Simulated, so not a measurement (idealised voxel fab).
The process module presented herein is designated voxel gate over fins.
Shown is cross-section cut, with a width of 270 nm and square cells of size 5 nm.
Cross-section format: a grid of square cells, given as bands from top to bottom; each band is one or more rows of cells.
First you get the band's top height and its bottom height, in nm, and then the materials it's made of, left to right, with each width in nm. If you see a single material with "all across", that one covers the band edge to edge. "blank" is empty space.
Beneath 0, the wafer as received is one material, and that level is where height counting begins. The lowest band goes on downward without a bottom; it is written like "0..down".
You'd read "30->40" like this: the band's top row of cells is as wide as the first number, its bottom row is as wide as the second, and going down, every row changes width by the same amount as the row before did.
Take "nothing altered" at face value: in the step it is given for, the cross-section changed in none of its cells.
Reported under the label "Closed void entries" are the empty spaces having no open way to the top and comprising 8 cells or more; the notation for each is width x height at distance, in which the distance is measured from the left edge and all three values are in nm.
Text after the settings on a step's line: the simulator's own remark on that step.
The optional step-line setting "overlay nm" applies to steps with a mask and quantifies how far to the right of its planned location the mask lay, a negative value indicating leftward placement.
These are the steps we planned for the process
| 1 | RECEIVE | material Si |
| 2 | CONFORMAL_DEP | material SiN | thk nm 5 |
| 3 | PATTERN | tone cover | mask id FINS | material resist | width nm 15 | pitch nm 40 | thk nm 15 | overlay nm 0 |
| 4 | DIRECTIONAL_ETCH | etch materials SiN | depth nm 5 |
| 5 | DIRECTIONAL_ETCH | etch materials Si | depth nm 35 |
| 6 | STRIP | etch materials resist |
| 7 | OXIDIZE | depth nm 5 |
| 8 | FILL_DEP | material SiO2 | thk nm 15 |
| 9 | CMP | height nm 5 |
| 10 | SELECTIVE_ETCH | etch materials SiO2 | depth nm 15 |
| 11 | STRIP | etch materials SiN |
| 12 | CONFORMAL_DEP | material HfO2 | thk nm 5 |
| 13 | CONFORMAL_DEP | material TiN | thk nm 5 |
| 14 | CONFORMAL_DEP | material TiAl | thk nm 5 |
| 15 | CONFORMAL_DEP | material TiN | thk nm 5 |
| 16 | FILL_DEP | material W | thk nm 15 |
| 17 | CMP | height nm 30 |
| 18 | CONFORMAL_DEP | material SiN | thk nm 10 |
The first of the two wafers, which ran as planned
Incoming wafer in cross-section (state: after step 1)
* 0..down  Si all across
* Closed void entries: none
Wafer after step 2 (cross-section)
* 5..0  SiN all across
* Anything lower than 0 is untouched.
Wafer after step 3 (cross-section)
* 20..5  blank=85  resist=15  blank=25  resist=15  blank=25  resist=15  blank=90
* Anything lower than 5 is untouched.
Wafer after step 4 (cross-section)
* 20..5  blank=85  resist=15  blank=25  resist=15  blank=25  resist=15  blank=90
* 5..0  blank=85  SiN=15  blank=25  SiN=15  blank=25  SiN=15  blank=90
* Anything lower than 0 is untouched.
Wafer after step 5 (cross-section)
* 20..5  blank=85  resist=15  blank=25  resist=15  blank=25  resist=15  blank=90
* 5..0  blank=85  SiN=15  blank=25  SiN=15  blank=25  SiN=15  blank=90
* 0..-35  blank=85  Si=15  blank=25  Si=15  blank=25  Si=15  blank=90
* Anything lower than -35 is untouched.
Wafer after step 6 (cross-section)
* 5..0  blank=85  SiN=15  blank=25  SiN=15  blank=25  SiN=15  blank=90
* Anything lower than 0 is untouched.
Wafer after step 7 (cross-section)
* 5..0  blank=85  SiN=15  blank=25  SiN=15  blank=25  SiN=15  blank=90
* 0..-35  blank=85  SiO2=5  Si=5  SiO2=5  blank=25  SiO2=5  Si=5  SiO2=5  blank=25  SiO2=5  Si=5  SiO2=5  blank=90
* -35..-40  SiO2=90  Si=5  SiO2=35  Si=5  SiO2=35  Si=5  SiO2=95
* Anything lower than -40 is untouched.
Wafer after step 8 (cross-section)
* 20..5  SiO2 all across
* 5..0  SiO2=85  SiN=15  SiO2=25  SiN=15  SiO2=25  SiN=15  SiO2=90
* 0..-40  SiO2=90  Si=5  SiO2=35  Si=5  SiO2=35  Si=5  SiO2=95
* Anything lower than -40 is untouched.
Wafer after step 9 (cross-section)
* 5..0  SiO2=85  SiN=15  SiO2=25  SiN=15  SiO2=25  SiN=15  SiO2=90
* Anything lower than 0 is untouched.
Wafer after step 10 (cross-section)
* 5..0  blank=85  SiN=15  blank=25  SiN=15  blank=25  SiN=15  blank=90
* 0..-10  blank=90  Si=5  blank=35  Si=5  blank=35  Si=5  blank=95
* Anything lower than -10 is untouched.
Wafer after step 11 (cross-section)
* 0..-10  blank=90  Si=5  blank=35  Si=5  blank=35  Si=5  blank=95
* Anything lower than -10 is untouched.
Wafer after step 12 (cross-section)
* 5..0  blank=85  HfO2=15  blank=25  HfO2=15  blank=25  HfO2=15  blank=90
* 0..-5  blank=85  HfO2=5  Si=5  HfO2=5  blank=25  HfO2=5  Si=5  HfO2=5  blank=25  HfO2=5  Si=5  HfO2=5  blank=90
* -5..-10  HfO2=90  Si=5  HfO2=35  Si=5  HfO2=35  Si=5  HfO2=95
* Anything lower than -10 is untouched.
Wafer after step 13 (cross-section)
* 10..5  blank=80  TiN=25  blank=15  TiN=25  blank=15  TiN=25  blank=85
* 5..0  blank=80  TiN=5  HfO2=15  TiN=5  blank=15  TiN=5  HfO2=15  TiN=5  blank=15  TiN=5  HfO2=15  TiN=5  blank=85
* 0..-5  TiN=85  HfO2=5  Si=5  HfO2=5  TiN=25  HfO2=5  Si=5  HfO2=5  TiN=25  HfO2=5  Si=5  HfO2=5  TiN=90
* Anything lower than -5 is untouched.
Wafer after step 14 (cross-section)
* 15..10  blank=75  TiAl=35  blank=5  TiAl=35  blank=5  TiAl=35  blank=80
* 10..5  blank=75  TiAl=5  TiN=25  TiAl=5  blank=5  TiAl=5  TiN=25  TiAl=5  blank=5  TiAl=5  TiN=25  TiAl=5  blank=80
* 5..0  TiAl=80  TiN=5  HfO2=15  TiN=5  TiAl=15  TiN=5  HfO2=15  TiN=5  TiAl=15  TiN=5  HfO2=15  TiN=5  TiAl=85
* Anything lower than 0 is untouched.
Wafer after step 15 (cross-section)
* 20..15  blank=70  TiN=125  blank=75
* 15..10  blank=70  TiN=5  TiAl=35  TiN=5  TiAl=35  TiN=5  TiAl=35  TiN=5  blank=75
* 10..5  TiN=75  TiAl=5  TiN=25  TiAl=5  TiN=5  TiAl=5  TiN=25  TiAl=5  TiN=5  TiAl=5  TiN=25  TiAl=5  TiN=80
* Anything lower than 5 is untouched.
Wafer after step 16 (cross-section)
* 35..20  W all across
* 20..15  W=70  TiN=125  W=75
* 15..10  W=70  TiN=5  TiAl=35  TiN=5  TiAl=35  TiN=5  TiAl=35  TiN=5  W=75
* Anything lower than 10 is untouched.
Wafer after step 17 (cross-section)
* 30..20  W all across
* Anything lower than 20 is untouched.
Wafer after step 18 (cross-section)
* 40..30  SiN all across
* Anything lower than 30 is untouched.
The Second Wafer: Common Origin and Plan, One Mistake in Execution, Identical to the First Through Step 11
Planned end of step 12: second wafer, cross-section
* 5..0  blank=85  SiN=15  blank=25  SiN=15  blank=25  SiN=15  blank=90
* 0..-5  blank=85  SiN=5  Si=5  SiN=5  blank=25  SiN=5  Si=5  SiN=5  blank=25  SiN=5  Si=5  SiN=5  blank=90
* -5..-10  SiN=90  Si=5  SiN=35  Si=5  SiN=35  Si=5  SiN=95
* Anything lower than -10 is untouched.
Planned end of step 13: second wafer, cross-section
* 10..5  blank=80  TiN=25  blank=15  TiN=25  blank=15  TiN=25  blank=85
* 5..0  blank=80  TiN=5  SiN=15  TiN=5  blank=15  TiN=5  SiN=15  TiN=5  blank=15  TiN=5  SiN=15  TiN=5  blank=85
* 0..-5  TiN=85  SiN=5  Si=5  SiN=5  TiN=25  SiN=5  Si=5  SiN=5  TiN=25  SiN=5  Si=5  SiN=5  TiN=90
* Anything lower than -5 is untouched.
Planned end of step 14: second wafer, cross-section
* 15..10  blank=75  TiAl=35  blank=5  TiAl=35  blank=5  TiAl=35  blank=80
* 10..5  blank=75  TiAl=5  TiN=25  TiAl=5  blank=5  TiAl=5  TiN=25  TiAl=5  blank=5  TiAl=5  TiN=25  TiAl=5  blank=80
* 5..0  TiAl=80  TiN=5  SiN=15  TiN=5  TiAl=15  TiN=5  SiN=15  TiN=5  TiAl=15  TiN=5  SiN=15  TiN=5  TiAl=85
* Anything lower than 0 is untouched.
Planned end of step 15: second wafer, cross-section
* 20..15  blank=70  TiN=125  blank=75
* 15..10  blank=70  TiN=5  TiAl=35  TiN=5  TiAl=35  TiN=5  TiAl=35  TiN=5  blank=75
* 10..5  TiN=75  TiAl=5  TiN=25  TiAl=5  TiN=5  TiAl=5  TiN=25  TiAl=5  TiN=5  TiAl=5  TiN=25  TiAl=5  TiN=80
* Anything lower than 5 is untouched.
Planned end of step 16: second wafer, cross-section
* 35..20  W all across
* 20..15  W=70  TiN=125  W=75
* 15..10  W=70  TiN=5  TiAl=35  TiN=5  TiAl=35  TiN=5  TiAl=35  TiN=5  W=75
* Anything lower than 10 is untouched.
Planned end of step 17: second wafer, cross-section
* 30..20  W all across
* Anything lower than 20 is untouched.
Planned end of step 18: second wafer, cross-section
* 40..30  SiN all across
* Anything lower than 30 is untouched.
What went wrong in running the wafer? step 12, actual vs plan mismatch, actual run CONFORMAL_DEP | material SiN | thk nm 5
Per the end-of-run cell counts, the second wafer holds more or fewer of some materials than the first: -66 HfO2 | +66 SiN
